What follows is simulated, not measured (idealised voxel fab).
Documented hereafter: the process module known as voxel lift off.
The figure presents cross-section cut, which has a width of 165 nm and is divided into square cells with an edge length of 5 nm.
When this document writes out a cross-section, it uses a grid of square cells and lists it as bands, beginning at the top and moving down, with a band standing for one or more rows of cells.
Basically the band line says how high the top is and how high the bottom is, in nm, and then what's in it from left to right, every material with its width in nm. Empty space shows up as "blank", and if a single material carries "full width" it runs the full band edge to edge.
Heads up on the height convention: 0 is the point under which the incoming wafer is all one material, and the lowest band has no bottom, it just keeps going down, like "0 down".
A width such as "30..40" changes by the same amount from each row of cells to the next, from the band's top row to its bottom row.
Step marked "no change occurred"? Then no cell in the cross-section changed in it.
The entry titled "Fully sealed voids" provides the empty spaces that have no open way to the top, restricted to those of 8 cells or more. Each is presented as width x height at distance, the distance being measured from the left edge, with all three in nm.
If you see something after the settings on a step's line, that's the simulator's own remark about that step.
If you see "overlay nm" on a step's line and that step has a mask, it's telling you how far right of where it was planned the mask ended up; a negative number means it went left instead.

**plan**
1) RECEIVE [material Si]
2) CONFORMAL_DEP [material SiO2] [thk nm 15]
3) PATTERN [tone open] [mask id LINES] [material resist] [width nm 20] [pitch nm 45] [thk nm 25] [overlay nm 0]
4) DIRECTIONAL_DEP [material Ru] [thk nm 10]
5) STRIP [etch materials resist]
6) CONFORMAL_DEP [material SiO2] [thk nm 10]
All wafers enter the flow in the same state. The width nm at step 3 differs from wafer to wafer, and the plan gives the value for the first wafer.

**First of several wafers, received after step 1, in cross-section**
	0 down: Si full width
	Fully sealed voids: none

**Where each wafer stands at the end of the module, a row apiece: cells of each material gained (+) or lost (-) since it was received, then closed voids**
width nm 20; +24 Ru; +189 SiO2; Fully sealed voids: none
width nm 25; +30 Ru; +189 SiO2; Fully sealed voids: none
width nm 30; +36 Ru; +185 SiO2; Fully sealed voids: none
